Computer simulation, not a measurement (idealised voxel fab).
Module name: voxel transistor to metal (process module)
Shown is cross-section cut, with a width of 200 nm and square cells of size 5 nm.
Notation: cross-section as square-cell grid; stated in bands, top first, going down; one or more cell rows per band.
Read a band's entry like this: the first values are the height of its top and the height of its bottom in nm, and what follows is the sequence of materials from left to right, each with its width in nm. Note that "air" is empty space, and that a single material marked "full width" reaches across the band from edge to edge.
Ref level 0: as-received wafer is one material below here. Bottom band extends down with no lower bound ("from 0 down").
With a width like "30 to 40", each row of cells in the band differs from the next by the same amount, the top row carrying the first number and the bottom row the second.
"stayed the same", as given for a step, is the statement that not any cell of the cross-section underwent a change during that step.
The entry "Sealed void inventory" lists the empty spaces that cover at least 8 cells and have no open path to the top. Each is written as width x height at distance, where the distance is measured from the left edge and all three values are in nm.
Post-settings text on a step line: simulator's own remark regarding the step.
A step's line can hold "overlay nm"; with a mask on that step, the setting says how far right of the planned place the mask lay, while a negative setting says it lay to the left.

**These are the steps we planned for the process**
1. RECEIVE, material Si
2. OXIDIZE, depth nm 5
3. CONFORMAL_DEP, material SiN, thk nm 15
4. PATTERN, tone cover, mask id ACTIVE, material resist, width nm 125, thk nm 15, overlay nm 0
5. DIRECTIONAL_ETCH, etch materials SiN, depth nm 15
6. DIRECTIONAL_ETCH, etch materials SiO2, depth nm 5
7. DIRECTIONAL_ETCH, etch materials Si, depth nm 25
8. STRIP, etch materials resist
9. OXIDIZE, depth nm 5
10. FILL_DEP, material SiO2, thk nm 10
11. CMP, height nm 15
12. SELECTIVE_ETCH, etch materials SiO2, depth nm 10
13. STRIP, etch materials SiN
14. SELECTIVE_ETCH, etch materials SiO2, depth nm 5
15. OXIDIZE, depth nm 5
16. DIRECTIONAL_DEP, material polySi, thk nm 20
17. DIRECTIONAL_DEP, material SiCN, thk nm 15
18. PATTERN, tone cover, mask id GATE, material resist, width nm 35, thk nm 15, overlay nm 0
19. DIRECTIONAL_ETCH, etch materials SiCN, depth nm 25
20. DIRECTIONAL_ETCH, etch materials polySi, depth nm 30
21. STRIP, etch materials resist
22. CONFORMAL_DEP, material SiN, thk nm 10
23. DIRECTIONAL_ETCH, etch materials SiN, depth nm 10
24. DIRECTIONAL_ETCH, etch materials SiO2, depth nm 5
25. DIRECTIONAL_ETCH, etch materials Si, depth nm 10
26. EPI, material SiGe, thk nm 10
27. FILL_DEP, material SiO2, thk nm 5
28. CMP, height nm 15
29. STRIP, etch materials polySi
30. SELECTIVE_ETCH, etch materials SiO2, depth nm 5
31. CONFORMAL_DEP, material HfO2, thk nm 5
32. CONFORMAL_DEP, material TiN, thk nm 5
33. FILL_DEP, material W, thk nm 10
34. CMP, height nm 10
35. DIRECTIONAL_DEP, material SiO2, thk nm 10
36. MASKED_ETCH, tone open, mask id CONTACT, width nm 15, pitch nm 90, etch materials SiO2, depth nm 30, overlay nm 0
37. CONFORMAL_DEP, material TiN, thk nm 5
38. FILL_DEP, material W, thk nm 10
39. CMP, height nm 20
40. CONFORMAL_DEP, material SiN, thk nm 5
41. DIRECTIONAL_DEP, material SiO2, thk nm 20
42. PATTERN, tone open, mask id METAL_1, material resist, width nm 15, pitch nm 90, thk nm 20, overlay nm 0
43. DIRECTIONAL_ETCH, etch materials SiO2, depth nm 20
44. DIRECTIONAL_ETCH, etch materials SiN, depth nm 5
45. STRIP, etch materials resist
46. CONFORMAL_DEP, material TiN, thk nm 5
47. FILL_DEP, material Cu, thk nm 5
48. CMP, height nm 45
49. CONFORMAL_DEP, material SiN, thk nm 5

**First wafer of two (run as planned)**

**Cross-section, incoming material, after step 1**
- from 0 down | Si full width
- Sealed void inventory: none

**Wafer after step 2 (cross-section)**
- from 0 to -5 | SiO2 full width
- Note: structure below -5 unchanged.

**Wafer after step 3 (cross-section)**
- from 15 to 0 | SiN full width
- Note: structure below 0 unchanged.

**Wafer after step 4 (cross-section)**
- from 30 to 15 | air (35)  resist (125)  air (40)
- Note: structure below 15 unchanged.

**Wafer after step 5 (cross-section)**
- from 30 to 15 | air (35)  resist (125)  air (40)
- from 15 to 0 | air (35)  SiN (125)  air (40)
- Note: structure below 0 unchanged.

**Wafer after step 6 (cross-section)**
- from 30 to 15 | air (35)  resist (125)  air (40)
- from 15 to 0 | air (35)  SiN (125)  air (40)
- from 0 to -5 | air (35)  SiO2 (125)  air (40)
- Note: structure below -5 unchanged.

**Wafer after step 7 (cross-section)**
- from 30 to 15 | air (35)  resist (125)  air (40)
- from 15 to 0 | air (35)  SiN (125)  air (40)
- from 0 to -5 | air (35)  SiO2 (125)  air (40)
- from -5 to -30 | air (35)  Si (125)  air (40)
- Note: structure below -30 unchanged.

**Wafer after step 8 (cross-section)**
- from 15 to 0 | air (35)  SiN (125)  air (40)
- Note: structure below 0 unchanged.

**Wafer after step 9 (cross-section)**
- from 15 to 0 | air (35)  SiN (125)  air (40)
- from 0 to -5 | air (35)  SiO2 (125)  air (40)
- from -5 to -30 | air (35)  SiO2 (5)  Si (115)  SiO2 (5)  air (40)
- from -30 to -35 | SiO2 (40)  Si (115)  SiO2 (45)
- Note: structure below -35 unchanged.

**Wafer after step 10 (cross-section)**
- from 25 to 15 | SiO2 full width
- from 15 to 0 | SiO2 (35)  SiN (125)  SiO2 (40)
- from 0 to -5 | SiO2 full width
- from -5 to -35 | SiO2 (40)  Si (115)  SiO2 (45)
- Note: structure below -35 unchanged.

**Wafer after step 11 (cross-section)**
- from 15 to 0 | SiO2 (35)  SiN (125)  SiO2 (40)
- Note: structure below 0 unchanged.

**Wafer after step 12 (cross-section)**
- from 15 to 5 | air (35)  SiN (125)  air (40)
- Note: structure below 5 unchanged.

**Wafer after step 13 (cross-section)**
- from 5 to 0 | SiO2 (35)  air (125)  SiO2 (40)
- Note: structure below 0 unchanged.

**Wafer after step 14 (cross-section)**
- from 0 to -5 | SiO2 (30)  air (135)  SiO2 (35)
- Note: structure below -5 unchanged.

**Wafer after step 15 (cross-section)**
- from 0 to -5 | SiO2 (30)  air (135)  SiO2 (35)
- from -5 to -10 | SiO2 full width
- Note: structure below -10 unchanged.

**Wafer after step 16 (cross-section)**
- from 20 to 15 | polySi (30)  air (135)  polySi (35)
- from 15 to 0 | polySi full width
- from 0 to -5 | SiO2 (30)  polySi (135)  SiO2 (35)
- Note: structure below -5 unchanged.

**Wafer after step 17 (cross-section)**
- from 35 to 30 | SiCN (30)  air (135)  SiCN (35)
- from 30 to 20 | SiCN full width
- from 20 to 15 | polySi (30)  SiCN (135)  polySi (35)
- Note: structure below 15 unchanged.

**Wafer after step 18 (cross-section)**
- from 50 to 35 | air (80)  resist (35)  air (85)
- from 35 to 30 | SiCN (30)  air (50)  resist (35)  air (50)  SiCN (35)
- Note: structure below 30 unchanged.

**Wafer after step 19 (cross-section)**
- from 50 to 30 | air (80)  resist (35)  air (85)
- from 30 to 20 | air (80)  SiCN (35)  air (85)
- from 20 to 15 | polySi (30)  air (50)  SiCN (35)  air (50)  polySi (35)
- Note: structure below 15 unchanged.

**Wafer after step 20 (cross-section)**
- from 50 to 30 | air (80)  resist (35)  air (85)
- from 30 to 15 | air (80)  SiCN (35)  air (85)
- from 15 to 0 | air (80)  polySi (35)  air (85)
- from 0 to -5 | SiO2 (30)  air (50)  polySi (35)  air (50)  SiO2 (35)
- Note: structure below -5 unchanged.

**Wafer after step 21 (cross-section)**
- from 30 to 15 | air (80)  SiCN (35)  air (85)
- Note: structure below 15 unchanged.

**Wafer after step 22 (cross-section)**
- from 40 to 30 | air (70)  SiN (55)  air (75)
- from 30 to 15 | air (70)  SiN (10)  SiCN (35)  SiN (10)  air (75)
- from 15 to 10 | air (70)  SiN (10)  polySi (35)  SiN (10)  air (75)
- from 10 to 5 | SiN (40)  air (30)  SiN (10)  polySi (35)  SiN (10)  air (30)  SiN (45)
- from 5 to 0 | SiN (80)  polySi (35)  SiN (85)
- from 0 to -5 | SiO2 (30)  SiN (50)  polySi (35)  SiN (50)  SiO2 (35)
- Note: structure below -5 unchanged.

**Wafer after step 23 (cross-section)**
- from 30 to 15 | air (70)  SiN (10)  SiCN (35)  SiN (10)  air (75)
- from 15 to 0 | air (70)  SiN (10)  polySi (35)  SiN (10)  air (75)
- from 0 to -5 | SiO2 (30)  SiN (10)  air (30)  SiN (10)  polySi (35)  SiN (10)  air (30)  SiN (10)  SiO2 (35)
- Note: structure below -5 unchanged.

**Wafer after step 24 (cross-section)**
- from 30 to 15 | air (70)  SiN (10)  SiCN (35)  SiN (10)  air (75)
- from 15 to 0 | air (70)  SiN (10)  polySi (35)  SiN (10)  air (75)
- from 0 to -5 | air (30)  SiN (10)  air (30)  SiN (10)  polySi (35)  SiN (10)  air (30)  SiN (10)  air (35)
- from -5 to -10 | SiO2 (40)  air (30)  SiO2 (55)  air (30)  SiO2 (45)
- Note: structure below -10 unchanged.

**Wafer after step 25 (cross-section)**
- from 30 to 15 | air (70)  SiN (10)  SiCN (35)  SiN (10)  air (75)
- from 15 to 0 | air (70)  SiN (10)  polySi (35)  SiN (10)  air (75)
- from 0 to -5 | air (30)  SiN (10)  air (30)  SiN (10)  polySi (35)  SiN (10)  air (30)  SiN (10)  air (35)
- from -5 to -10 | SiO2 (40)  air (30)  SiO2 (55)  air (30)  SiO2 (45)
- from -10 to -20 | SiO2 (40)  air (30)  Si (55)  air (30)  SiO2 (45)
- Note: structure below -20 unchanged.

**Wafer after step 26 (cross-section)**
- from 30 to 15 | air (70)  SiN (10)  SiCN (35)  SiN (10)  air (75)
- from 15 to 0 | air (70)  SiN (10)  polySi (35)  SiN (10)  air (75)
- from 0 to -5 | air (30)  SiN (10)  air (20)  SiGe (10)  SiN (10)  polySi (35)  SiN (10)  SiGe (10)  air (20)  SiN (10)  air (35)
- from -5 to -10 | SiO2 (40)  air (20)  SiGe (10)  SiO2 (55)  SiGe (10)  air (20)  SiO2 (45)
- from -10 to -20 | SiO2 (40)  SiGe (30)  Si (55)  SiGe (30)  SiO2 (45)
- Note: structure below -20 unchanged.

**Wafer after step 27 (cross-section)**
- from 35 to 30 | SiO2 full width
- from 30 to 15 | SiO2 (70)  SiN (10)  SiCN (35)  SiN (10)  SiO2 (75)
- from 15 to 0 | SiO2 (70)  SiN (10)  polySi (35)  SiN (10)  SiO2 (75)
- from 0 to -5 | SiO2 (30)  SiN (10)  SiO2 (20)  SiGe (10)  SiN (10)  polySi (35)  SiN (10)  SiGe (10)  SiO2 (20)  SiN (10)  SiO2 (35)
- from -5 to -10 | SiO2 (60)  SiGe (10)  SiO2 (55)  SiGe (10)  SiO2 (65)
- Note: structure below -10 unchanged.

**Wafer after step 28 (cross-section)**
- from 15 to 0 | SiO2 (70)  SiN (10)  polySi (35)  SiN (10)  SiO2 (75)
- Note: structure below 0 unchanged.

**Wafer after step 29 (cross-section)**
- from 15 to 0 | SiO2 (70)  SiN (10)  air (35)  SiN (10)  SiO2 (75)
- from 0 to -5 | SiO2 (30)  SiN (10)  SiO2 (20)  SiGe (10)  SiN (10)  air (35)  SiN (10)  SiGe (10)  SiO2 (20)  SiN (10)  SiO2 (35)
- Note: structure below -5 unchanged.

**Wafer after step 30 (cross-section)**
- from 15 to 10 | air (70)  SiN (10)  air (35)  SiN (10)  air (75)
- from 10 to 0 | SiO2 (70)  SiN (10)  air (35)  SiN (10)  SiO2 (75)
- from 0 to -5 | SiO2 (30)  SiN (10)  SiO2 (20)  SiGe (10)  SiN (10)  air (35)  SiN (10)  SiGe (10)  SiO2 (20)  SiN (10)  SiO2 (35)
- from -5 to -10 | SiO2 (60)  SiGe (10)  SiO2 (5)  air (45)  SiO2 (5)  SiGe (10)  SiO2 (65)
- Note: structure below -10 unchanged.

**Wafer after step 31 (cross-section)**
- from 20 to 15 | air (65)  HfO2 (20)  air (25)  HfO2 (20)  air (70)
- from 15 to 10 | HfO2 (70)  SiN (10)  HfO2 (5)  air (25)  HfO2 (5)  SiN (10)  HfO2 (75)
- from 10 to 0 | SiO2 (70)  SiN (10)  HfO2 (5)  air (25)  HfO2 (5)  SiN (10)  SiO2 (75)
- from 0 to -5 | SiO2 (30)  SiN (10)  SiO2 (20)  SiGe (10)  SiN (10)  HfO2 (5)  air (25)  HfO2 (5)  SiN (10)  SiGe (10)  SiO2 (20)  SiN (10)  SiO2 (35)
- from -5 to -10 | SiO2 (60)  SiGe (10)  SiO2 (5)  HfO2 (45)  SiO2 (5)  SiGe (10)  SiO2 (65)
- Note: structure below -10 unchanged.

**Wafer after step 32 (cross-section)**
- from 25 to 20 | air (60)  TiN (30)  air (15)  TiN (30)  air (65)
- from 20 to 15 | TiN (65)  HfO2 (20)  TiN (5)  air (15)  TiN (5)  HfO2 (20)  TiN (70)
- from 15 to 10 | HfO2 (70)  SiN (10)  HfO2 (5)  TiN (5)  air (15)  TiN (5)  HfO2 (5)  SiN (10)  HfO2 (75)
- from 10 to 0 | SiO2 (70)  SiN (10)  HfO2 (5)  TiN (5)  air (15)  TiN (5)  HfO2 (5)  SiN (10)  SiO2 (75)
- from 0 to -5 | SiO2 (30)  SiN (10)  SiO2 (20)  SiGe (10)  SiN (10)  HfO2 (5)  TiN (25)  HfO2 (5)  SiN (10)  SiGe (10)  SiO2 (20)  SiN (10)  SiO2 (35)
- Note: structure below -5 unchanged.

**Wafer after step 33 (cross-section)**
- from 35 to 25 | W full width
- from 25 to 20 | W (60)  TiN (30)  W (15)  TiN (30)  W (65)
- from 20 to 15 | TiN (65)  HfO2 (20)  TiN (5)  W (15)  TiN (5)  HfO2 (20)  TiN (70)
- from 15 to 10 | HfO2 (70)  SiN (10)  HfO2 (5)  TiN (5)  W (15)  TiN (5)  HfO2 (5)  SiN (10)  HfO2 (75)
- from 10 to 0 | SiO2 (70)  SiN (10)  HfO2 (5)  TiN (5)  W (15)  TiN (5)  HfO2 (5)  SiN (10)  SiO2 (75)
- Note: structure below 0 unchanged.

**Wafer after step 34 (cross-section)**
- from 10 to 0 | SiO2 (70)  SiN (10)  HfO2 (5)  TiN (5)  W (15)  TiN (5)  HfO2 (5)  SiN (10)  SiO2 (75)
- Note: structure below 0 unchanged.

**Wafer after step 35 (cross-section)**
- from 20 to 10 | SiO2 full width
- Note: structure below 10 unchanged.

**Wafer after step 36 (cross-section)**
- from 20 to 10 | SiO2 (45)  air (15)  SiO2 (75)  air (15)  SiO2 (50)
- from 10 to 0 | SiO2 (45)  air (15)  SiO2 (10)  SiN (10)  HfO2 (5)  TiN (5)  W (15)  TiN (5)  HfO2 (5)  SiN (10)  SiO2 (10)  air (15)  SiO2 (50)
- from 0 to -5 | SiO2 (30)  SiN (10)  SiO2 (5)  air (15)  SiGe (10)  SiN (10)  HfO2 (5)  TiN (25)  HfO2 (5)  SiN (10)  SiGe (10)  air (15)  SiO2 (5)  SiN (10)  SiO2 (35)
- from -5 to -10 | SiO2 (45)  air (15)  SiGe (10)  SiO2 (5)  HfO2 (45)  SiO2 (5)  SiGe (10)  air (15)  SiO2 (50)
- Note: structure below -10 unchanged.

**Wafer after step 37 (cross-section)**
- from 25 to 20 | TiN (50)  air (5)  TiN (85)  air (5)  TiN (55)
- from 20 to 10 | SiO2 (45)  TiN (5)  air (5)  TiN (5)  SiO2 (75)  TiN (5)  air (5)  TiN (5)  SiO2 (50)
- from 10 to 0 | SiO2 (45)  TiN (5)  air (5)  TiN (5)  SiO2 (10)  SiN (10)  HfO2 (5)  TiN (5)  W (15)  TiN (5)  HfO2 (5)  SiN (10)  SiO2 (10)  TiN (5)  air (5)  TiN (5)  SiO2 (50)
- from 0 to -5 | SiO2 (30)  SiN (10)  SiO2 (5)  TiN (5)  air (5)  TiN (5)  SiGe (10)  SiN (10)  HfO2 (5)  TiN (25)  HfO2 (5)  SiN (10)  SiGe (10)  TiN (5)  air (5)  TiN (5)  SiO2 (5)  SiN (10)  SiO2 (35)
- from -5 to -10 | SiO2 (45)  TiN (15)  SiGe (10)  SiO2 (5)  HfO2 (45)  SiO2 (5)  SiGe (10)  TiN (15)  SiO2 (50)
- Note: structure below -10 unchanged.

**Wafer after step 38 (cross-section)**
- from 35 to 25 | W full width
- from 25 to 20 | TiN (50)  W (5)  TiN (85)  W (5)  TiN (55)
- from 20 to 10 | SiO2 (45)  TiN (5)  W (5)  TiN (5)  SiO2 (75)  TiN (5)  W (5)  TiN (5)  SiO2 (50)
- from 10 to 0 | SiO2 (45)  TiN (5)  W (5)  TiN (5)  SiO2 (10)  SiN (10)  HfO2 (5)  TiN (5)  W (15)  TiN (5)  HfO2 (5)  SiN (10)  SiO2 (10)  TiN (5)  W (5)  TiN (5)  SiO2 (50)
- from 0 to -5 | SiO2 (30)  SiN (10)  SiO2 (5)  TiN (5)  W (5)  TiN (5)  SiGe (10)  SiN (10)  HfO2 (5)  TiN (25)  HfO2 (5)  SiN (10)  SiGe (10)  TiN (5)  W (5)  TiN (5)  SiO2 (5)  SiN (10)  SiO2 (35)
- Note: structure below -5 unchanged.

**Wafer after step 39 (cross-section)**
- from 20 to 10 | SiO2 (45)  TiN (5)  W (5)  TiN (5)  SiO2 (75)  TiN (5)  W (5)  TiN (5)  SiO2 (50)
- Note: structure below 10 unchanged.

**Wafer after step 40 (cross-section)**
- from 25 to 20 | SiN full width
- Note: structure below 20 unchanged.

**Wafer after step 41 (cross-section)**
- from 45 to 25 | SiO2 full width
- Note: structure below 25 unchanged.

**Wafer after step 42 (cross-section)**
- from 65 to 45 | resist (45)  air (15)  resist (75)  air (15)  resist (50)
- Note: structure below 45 unchanged.

**Wafer after step 43 (cross-section)**
- from 65 to 45 | resist (45)  air (15)  resist (75)  air (15)  resist (50)
- from 45 to 25 | SiO2 (45)  air (15)  SiO2 (75)  air (15)  SiO2 (50)
- Note: structure below 25 unchanged.

**Wafer after step 44 (cross-section)**
- from 65 to 45 | resist (45)  air (15)  resist (75)  air (15)  resist (50)
- from 45 to 25 | SiO2 (45)  air (15)  SiO2 (75)  air (15)  SiO2 (50)
- from 25 to 20 | SiN (45)  air (15)  SiN (75)  air (15)  SiN (50)
- Note: structure below 20 unchanged.

**Wafer after step 45 (cross-section)**
- from 45 to 25 | SiO2 (45)  air (15)  SiO2 (75)  air (15)  SiO2 (50)
- Note: structure below 25 unchanged.

**Wafer after step 46 (cross-section)**
- from 50 to 45 | TiN (50)  air (5)  TiN (85)  air (5)  TiN (55)
- from 45 to 25 | SiO2 (45)  TiN (5)  air (5)  TiN (5)  SiO2 (75)  TiN (5)  air (5)  TiN (5)  SiO2 (50)
- from 25 to 20 | SiN (45)  TiN (15)  SiN (75)  TiN (15)  SiN (50)
- Note: structure below 20 unchanged.

**Wafer after step 47 (cross-section)**
- from 55 to 50 | Cu full width
- from 50 to 45 | TiN (50)  Cu (5)  TiN (85)  Cu (5)  TiN (55)
- from 45 to 25 | SiO2 (45)  TiN (5)  Cu (5)  TiN (5)  SiO2 (75)  TiN (5)  Cu (5)  TiN (5)  SiO2 (50)
- Note: structure below 25 unchanged.

**Wafer after step 48 (cross-section)**
- from 45 to 25 | SiO2 (45)  TiN (5)  Cu (5)  TiN (5)  SiO2 (75)  TiN (5)  Cu (5)  TiN (5)  SiO2 (50)
- Note: structure below 25 unchanged.

**Wafer after step 49 (cross-section)**
- from 50 to 45 | SiN full width
- Note: structure below 45 unchanged.

**Okay, second wafer. Nothing different at the start, nothing different in the plan, just one mistake somewhere in the running. As far as step 15, counting that step, it's the first wafer all over again**

Cross-section of the second wafer at the time step 16 of the plan should have ended: stayed the same

**Cross-section of the second wafer at the time step 17 of the plan should have ended**
- from 15 to 10 | SiCN (30)  air (135)  SiCN (35)
- from 10 to 0 | SiCN full width
- from 0 to -5 | SiO2 (30)  SiCN (135)  SiO2 (35)
- Note: structure below -5 unchanged.

**Cross-section of the second wafer at the time step 18 of the plan should have ended**
- from 30 to 15 | air (80)  resist (35)  air (85)
- from 15 to 10 | SiCN (30)  air (50)  resist (35)  air (50)  SiCN (35)
- Note: structure below 10 unchanged.

**Cross-section of the second wafer at the time step 19 of the plan should have ended**
- from 30 to 10 | air (80)  resist (35)  air (85)
- from 10 to 0 | air (80)  SiCN (35)  air (85)
- from 0 to -5 | SiO2 (30)  air (50)  SiCN (35)  air (50)  SiO2 (35)
- Note: structure below -5 unchanged.

Cross-section of the second wafer at the time step 20 of the plan should have ended: stayed the same

**Cross-section of the second wafer at the time step 21 of the plan should have ended**
- from 10 to 0 | air (80)  SiCN (35)  air (85)
- Note: structure below 0 unchanged.

**Cross-section of the second wafer at the time step 22 of the plan should have ended**
- from 20 to 10 | air (70)  SiN (55)  air (75)
- from 10 to 5 | SiN (40)  air (30)  SiN (10)  SiCN (35)  SiN (10)  air (30)  SiN (45)
- from 5 to 0 | SiN (80)  SiCN (35)  SiN (85)
- from 0 to -5 | SiO2 (30)  SiN (50)  SiCN (35)  SiN (50)  SiO2 (35)
- Note: structure below -5 unchanged.

**Cross-section of the second wafer at the time step 23 of the plan should have ended**
- from 10 to 0 | air (70)  SiN (10)  SiCN (35)  SiN (10)  air (75)
- from 0 to -5 | SiO2 (30)  SiN (10)  air (30)  SiN (10)  SiCN (35)  SiN (10)  air (30)  SiN (10)  SiO2 (35)
- Note: structure below -5 unchanged.

**Cross-section of the second wafer at the time step 24 of the plan should have ended**
- from 10 to 0 | air (70)  SiN (10)  SiCN (35)  SiN (10)  air (75)
- from 0 to -5 | air (30)  SiN (10)  air (30)  SiN (10)  SiCN (35)  SiN (10)  air (30)  SiN (10)  air (35)
- from -5 to -10 | SiO2 (40)  air (30)  SiO2 (55)  air (30)  SiO2 (45)
- Note: structure below -10 unchanged.

**Cross-section of the second wafer at the time step 25 of the plan should have ended**
- from 10 to 0 | air (70)  SiN (10)  SiCN (35)  SiN (10)  air (75)
- from 0 to -5 | air (30)  SiN (10)  air (30)  SiN (10)  SiCN (35)  SiN (10)  air (30)  SiN (10)  air (35)
- from -5 to -10 | SiO2 (40)  air (30)  SiO2 (55)  air (30)  SiO2 (45)
- from -10 to -20 | SiO2 (40)  air (30)  Si (55)  air (30)  SiO2 (45)
- Note: structure below -20 unchanged.

**Cross-section of the second wafer at the time step 26 of the plan should have ended**
- from 10 to 0 | air (70)  SiN (10)  SiCN (35)  SiN (10)  air (75)
- from 0 to -5 | air (30)  SiN (10)  air (20)  SiGe (10)  SiN (10)  SiCN (35)  SiN (10)  SiGe (10)  air (20)  SiN (10)  air (35)
- from -5 to -10 | SiO2 (40)  air (20)  SiGe (10)  SiO2 (55)  SiGe (10)  air (20)  SiO2 (45)
- from -10 to -20 | SiO2 (40)  SiGe (30)  Si (55)  SiGe (30)  SiO2 (45)
- Note: structure below -20 unchanged.

**Cross-section of the second wafer at the time step 27 of the plan should have ended**
- from 15 to 10 | SiO2 full width
- from 10 to 0 | SiO2 (70)  SiN (10)  SiCN (35)  SiN (10)  SiO2 (75)
- from 0 to -5 | SiO2 (30)  SiN (10)  SiO2 (20)  SiGe (10)  SiN (10)  SiCN (35)  SiN (10)  SiGe (10)  SiO2 (20)  SiN (10)  SiO2 (35)
- from -5 to -10 | SiO2 (60)  SiGe (10)  SiO2 (55)  SiGe (10)  SiO2 (65)
- Note: structure below -10 unchanged.

Cross-section of the second wafer at the time step 28 of the plan should have ended: stayed the same

Cross-section of the second wafer at the time step 29 of the plan should have ended: stayed the same

**Cross-section of the second wafer at the time step 30 of the plan should have ended**
- from 10 to 0 | SiO2 (70)  SiN (10)  SiCN (35)  SiN (10)  SiO2 (75)
- Note: structure below 0 unchanged.

**Cross-section of the second wafer at the time step 31 of the plan should have ended**
- from 15 to 10 | HfO2 full width
- Note: structure below 10 unchanged.

**Cross-section of the second wafer at the time step 32 of the plan should have ended**
- from 20 to 15 | TiN full width
- Note: structure below 15 unchanged.

**Cross-section of the second wafer at the time step 33 of the plan should have ended**
- from 30 to 20 | W full width
- Note: structure below 20 unchanged.

**Cross-section of the second wafer at the time step 34 of the plan should have ended**
- from 10 to 0 | SiO2 (70)  SiN (10)  SiCN (35)  SiN (10)  SiO2 (75)
- Note: structure below 0 unchanged.

**Cross-section of the second wafer at the time step 35 of the plan should have ended**
- from 20 to 10 | SiO2 full width
- Note: structure below 10 unchanged.

**Cross-section of the second wafer at the time step 36 of the plan should have ended**
- from 20 to 10 | SiO2 (45)  air (15)  SiO2 (75)  air (15)  SiO2 (50)
- from 10 to 0 | SiO2 (45)  air (15)  SiO2 (10)  SiN (10)  SiCN (35)  SiN (10)  SiO2 (10)  air (15)  SiO2 (50)
- from 0 to -5 | SiO2 (30)  SiN (10)  SiO2 (5)  air (15)  SiGe (10)  SiN (10)  SiCN (35)  SiN (10)  SiGe (10)  air (15)  SiO2 (5)  SiN (10)  SiO2 (35)
- from -5 to -10 | SiO2 (45)  air (15)  SiGe (10)  SiO2 (55)  SiGe (10)  air (15)  SiO2 (50)
- Note: structure below -10 unchanged.

**Cross-section of the second wafer at the time step 37 of the plan should have ended**
- from 25 to 20 | TiN (50)  air (5)  TiN (85)  air (5)  TiN (55)
- from 20 to 10 | SiO2 (45)  TiN (5)  air (5)  TiN (5)  SiO2 (75)  TiN (5)  air (5)  TiN (5)  SiO2 (50)
- from 10 to 0 | SiO2 (45)  TiN (5)  air (5)  TiN (5)  SiO2 (10)  SiN (10)  SiCN (35)  SiN (10)  SiO2 (10)  TiN (5)  air (5)  TiN (5)  SiO2 (50)
- from 0 to -5 | SiO2 (30)  SiN (10)  SiO2 (5)  TiN (5)  air (5)  TiN (5)  SiGe (10)  SiN (10)  SiCN (35)  SiN (10)  SiGe (10)  TiN (5)  air (5)  TiN (5)  SiO2 (5)  SiN (10)  SiO2 (35)
- from -5 to -10 | SiO2 (45)  TiN (15)  SiGe (10)  SiO2 (55)  SiGe (10)  TiN (15)  SiO2 (50)
- Note: structure below -10 unchanged.

**Cross-section of the second wafer at the time step 38 of the plan should have ended**
- from 35 to 25 | W full width
- from 25 to 20 | TiN (50)  W (5)  TiN (85)  W (5)  TiN (55)
- from 20 to 10 | SiO2 (45)  TiN (5)  W (5)  TiN (5)  SiO2 (75)  TiN (5)  W (5)  TiN (5)  SiO2 (50)
- from 10 to 0 | SiO2 (45)  TiN (5)  W (5)  TiN (5)  SiO2 (10)  SiN (10)  SiCN (35)  SiN (10)  SiO2 (10)  TiN (5)  W (5)  TiN (5)  SiO2 (50)
- from 0 to -5 | SiO2 (30)  SiN (10)  SiO2 (5)  TiN (5)  W (5)  TiN (5)  SiGe (10)  SiN (10)  SiCN (35)  SiN (10)  SiGe (10)  TiN (5)  W (5)  TiN (5)  SiO2 (5)  SiN (10)  SiO2 (35)
- Note: structure below -5 unchanged.

**Cross-section of the second wafer at the time step 39 of the plan should have ended**
- from 20 to 10 | SiO2 (45)  TiN (5)  W (5)  TiN (5)  SiO2 (75)  TiN (5)  W (5)  TiN (5)  SiO2 (50)
- Note: structure below 10 unchanged.

**Cross-section of the second wafer at the time step 40 of the plan should have ended**
- from 25 to 20 | SiN full width
- Note: structure below 20 unchanged.

**Cross-section of the second wafer at the time step 41 of the plan should have ended**
- from 45 to 25 | SiO2 full width
- Note: structure below 25 unchanged.

**Cross-section of the second wafer at the time step 42 of the plan should have ended**
- from 65 to 45 | resist (45)  air (15)  resist (75)  air (15)  resist (50)
- Note: structure below 45 unchanged.

**Cross-section of the second wafer at the time step 43 of the plan should have ended**
- from 65 to 45 | resist (45)  air (15)  resist (75)  air (15)  resist (50)
- from 45 to 25 | SiO2 (45)  air (15)  SiO2 (75)  air (15)  SiO2 (50)
- Note: structure below 25 unchanged.

**Cross-section of the second wafer at the time step 44 of the plan should have ended**
- from 65 to 45 | resist (45)  air (15)  resist (75)  air (15)  resist (50)
- from 45 to 25 | SiO2 (45)  air (15)  SiO2 (75)  air (15)  SiO2 (50)
- from 25 to 20 | SiN (45)  air (15)  SiN (75)  air (15)  SiN (50)
- Note: structure below 20 unchanged.

**Cross-section of the second wafer at the time step 45 of the plan should have ended**
- from 45 to 25 | SiO2 (45)  air (15)  SiO2 (75)  air (15)  SiO2 (50)
- Note: structure below 25 unchanged.

**Cross-section of the second wafer at the time step 46 of the plan should have ended**
- from 50 to 45 | TiN (50)  air (5)  TiN (85)  air (5)  TiN (55)
- from 45 to 25 | SiO2 (45)  TiN (5)  air (5)  TiN (5)  SiO2 (75)  TiN (5)  air (5)  TiN (5)  SiO2 (50)
- from 25 to 20 | SiN (45)  TiN (15)  SiN (75)  TiN (15)  SiN (50)
- Note: structure below 20 unchanged.

**Cross-section of the second wafer at the time step 47 of the plan should have ended**
- from 55 to 50 | Cu full width
- from 50 to 45 | TiN (50)  Cu (5)  TiN (85)  Cu (5)  TiN (55)
- from 45 to 25 | SiO2 (45)  TiN (5)  Cu (5)  TiN (5)  SiO2 (75)  TiN (5)  Cu (5)  TiN (5)  SiO2 (50)
- Note: structure below 25 unchanged.

**Cross-section of the second wafer at the time step 48 of the plan should have ended**
- from 45 to 25 | SiO2 (45)  TiN (5)  Cu (5)  TiN (5)  SiO2 (75)  TiN (5)  Cu (5)  TiN (5)  SiO2 (50)
- Note: structure below 25 unchanged.

**Cross-section of the second wafer at the time step 49 of the plan should have ended**
- from 50 to 45 | SiN full width
- Note: structure below 45 unchanged.
What was done differently from what was planned? step 16 of the plan was omitted and not executed
Wrapping up, a cell-based count of both wafers puts the second over or under the first for these materials: HfO2: 15 fewer | SiCN: 21 more | SiO2: 9 more | TiN: 9 fewer | W: 6 fewer
